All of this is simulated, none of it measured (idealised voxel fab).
A process module follows: voxel ribs on slabs.
Square cell edge 5 nm, section width 265 nm, ID cut.
This document writes a cross-section as a grid whose cells are square, and gives it as bands, listed from the top down; one or more rows of cells form a band. A band entry consists of two parts. The first gives the height of the band's top and the height of its bottom, in nm. The rest lists the band's materials from left to right, each with its width in nm. A single material labelled with the word "everywhere" fills the band from edge to edge, and the word "blank" marks empty space. Zero point of the height axis is 0; under it, received wafer = one material. Lowest band: continues down indefinitely, "0 -> down". Width: "30->40" (first number = top row, second number = bottom row, same change from row to row of cells). Any step labelled "no alteration" changed none of the cells in the cross-section. Voids not open to the top, 8 cells minimum: see "Unvented cavities". Written width x height at distance; distance is from the left edge; nm. Whatever follows a step's settings on its line is a remark the simulator itself makes about that step. overlay nm: mask offset rightward from planned place, masked step; negative means leftward offset.
The process steps that were planned are listed below:
1 RECEIVE [material Si]
2 DIRECTIONAL_DEP [material SiO2] [thk nm 20]
3 DIRECTIONAL_DEP [material polySi] [thk nm 20]
4 PATTERN [tone cover] [mask id RIB] [material resist] [width nm 30] [thk nm 15] [overlay nm 0]
5 DIRECTIONAL_ETCH [etch materials polySi] [depth nm 5]
6 STRIP [etch materials resist]
7 PATTERN [tone cover] [mask id SLAB] [material resist] [width nm 90] [thk nm 20] [overlay nm 0]
8 DIRECTIONAL_ETCH [etch materials polySi] [depth nm 15]
9 STRIP [etch materials resist]
10 FILL_DEP [material SiO2] [thk nm 30]
11 CMP [height nm 60]
12 DIRECTIONAL_DEP [material TiN] [thk nm 10]
13 PATTERN [tone cover] [mask id HEATER] [material resist] [width nm 40] [thk nm 15] [overlay nm 0]
14 DIRECTIONAL_ETCH [etch materials TiN] [depth nm 10]
15 STRIP [etch materials resist]
16 CONFORMAL_DEP [material SiN] [thk nm 5]
First wafer, two in total, run as planned:
as received, after step 1:
* 0 -> down  Si everywhere
* Unvented cavities: none
Step 2 done - wafer cross-section:
* 20 -> 0  SiO2 everywhere
* Under the height 0 nothing was changed.
Step 3 done - wafer cross-section:
* 40 -> 20  polySi everywhere
* Under the height 20 nothing was changed.
Step 4 done - wafer cross-section:
* 55 -> 40  blank: 115, resist: 30, blank: 120
* Under the height 40 nothing was changed.
Step 5 done - wafer cross-section:
* 55 -> 40  blank: 115, resist: 30, blank: 120
* 40 -> 35  blank: 115, polySi: 30, blank: 120
* Under the height 35 nothing was changed.
Step 6 done - wafer cross-section:
* 40 -> 35  blank: 115, polySi: 30, blank: 120
* Under the height 35 nothing was changed.
Step 7 done - wafer cross-section:
* 60 -> 40  blank: 85, resist: 90, blank: 90
* 40 -> 35  blank: 85, resist: 30, polySi: 30, resist: 30, blank: 90
* Under the height 35 nothing was changed.
Step 8 done - wafer cross-section:
* 60 -> 40  blank: 85, resist: 90, blank: 90
* 40 -> 35  blank: 85, resist: 30, polySi: 30, resist: 30, blank: 90
* 35 -> 20  blank: 85, polySi: 90, blank: 90
* Under the height 20 nothing was changed.
Step 9 done - wafer cross-section:
* 40 -> 35  blank: 115, polySi: 30, blank: 120
* Under the height 35 nothing was changed.
Step 10 done - wafer cross-section:
* 70 -> 40  SiO2 everywhere
* 40 -> 35  SiO2: 115, polySi: 30, SiO2: 120
* 35 -> 20  SiO2: 85, polySi: 90, SiO2: 90
* Under the height 20 nothing was changed.
Step 11 done - wafer cross-section:
* 60 -> 40  SiO2 everywhere
* Under the height 40 nothing was changed.
Step 12 done - wafer cross-section:
* 70 -> 60  TiN everywhere
* Under the height 60 nothing was changed.
Step 13 done - wafer cross-section:
* 85 -> 70  blank: 110, resist: 40, blank: 115
* Under the height 70 nothing was changed.
Step 14 done - wafer cross-section:
* 85 -> 70  blank: 110, resist: 40, blank: 115
* 70 -> 60  blank: 110, TiN: 40, blank: 115
* Under the height 60 nothing was changed.
Step 15 done - wafer cross-section:
* 70 -> 60  blank: 110, TiN: 40, blank: 115
* Under the height 60 nothing was changed.
Step 16 done - wafer cross-section:
* 75 -> 70  blank: 105, SiN: 50, blank: 110
* 70 -> 65  blank: 105, SiN: 5, TiN: 40, SiN: 5, blank: 110
* 65 -> 60  SiN: 110, TiN: 40, SiN: 115
* Under the height 60 nothing was changed.
Here the second wafer is described. Its start and its plan were those of the first wafer. Its run contained one mistake. Up to and including step 1, it did exactly what the first wafer did:
Cross-section of the second wafer at the time by which step 2 should have been completed according to the plan:
* 30 -> 0  SiO2 everywhere
* Under the height 0 nothing was changed.
Cross-section of the second wafer at the time by which step 3 should have been completed according to the plan:
* 50 -> 30  polySi everywhere
* Under the height 30 nothing was changed.
Cross-section of the second wafer at the time by which step 4 should have been completed according to the plan:
* 65 -> 50  blank: 115, resist: 30, blank: 120
* Under the height 50 nothing was changed.
Cross-section of the second wafer at the time by which step 5 should have been completed according to the plan:
* 65 -> 50  blank: 115, resist: 30, blank: 120
* 50 -> 45  blank: 115, polySi: 30, blank: 120
* Under the height 45 nothing was changed.
Cross-section of the second wafer at the time by which step 6 should have been completed according to the plan:
* 50 -> 45  blank: 115, polySi: 30, blank: 120
* Under the height 45 nothing was changed.
Cross-section of the second wafer at the time by which step 7 should have been completed according to the plan:
* 70 -> 50  blank: 85, resist: 90, blank: 90
* 50 -> 45  blank: 85, resist: 30, polySi: 30, resist: 30, blank: 90
* Under the height 45 nothing was changed.
Cross-section of the second wafer at the time by which step 8 should have been completed according to the plan:
* 70 -> 50  blank: 85, resist: 90, blank: 90
* 50 -> 45  blank: 85, resist: 30, polySi: 30, resist: 30, blank: 90
* 45 -> 30  blank: 85, polySi: 90, blank: 90
* Under the height 30 nothing was changed.
Cross-section of the second wafer at the time by which step 9 should have been completed according to the plan:
* 50 -> 45  blank: 115, polySi: 30, blank: 120
* Under the height 45 nothing was changed.
Cross-section of the second wafer at the time by which step 10 should have been completed according to the plan:
* 80 -> 50  SiO2 everywhere
* 50 -> 45  SiO2: 115, polySi: 30, SiO2: 120
* 45 -> 30  SiO2: 85, polySi: 90, SiO2: 90
* Under the height 30 nothing was changed.
Cross-section of the second wafer at the time by which step 11 should have been completed according to the plan:
* 60 -> 50  SiO2 everywhere
* Under the height 50 nothing was changed.
Cross-section of the second wafer at the time by which step 12 should have been completed according to the plan:
* 70 -> 60  TiN everywhere
* Under the height 60 nothing was changed.
Cross-section of the second wafer at the time by which step 13 should have been completed according to the plan:
* 85 -> 70  blank: 110, resist: 40, blank: 115
* Under the height 70 nothing was changed.
Cross-section of the second wafer at the time by which step 14 should have been completed according to the plan:
* 85 -> 70  blank: 110, resist: 40, blank: 115
* 70 -> 60  blank: 110, TiN: 40, blank: 115
* Under the height 60 nothing was changed.
Cross-section of the second wafer at the time by which step 15 should have been completed according to the plan:
* 70 -> 60  blank: 110, TiN: 40, blank: 115
* Under the height 60 nothing was changed.
Cross-section of the second wafer at the time by which step 16 should have been completed according to the plan:
* 75 -> 70  blank: 105, SiN: 50, blank: 110
* 70 -> 65  blank: 105, SiN: 5, TiN: 40, SiN: 5, blank: 110
* 65 -> 60  SiN: 110, TiN: 40, SiN: 115
* Under the height 60 nothing was changed.
Which mistake was made when the wafer was run? note that step 2 departed from the planned setting and was carried out as DIRECTIONAL_DEP [material SiO2] [thk nm 30]
Heads up: at the end the two wafers have identical cell counts per material, they're just laid out differently.
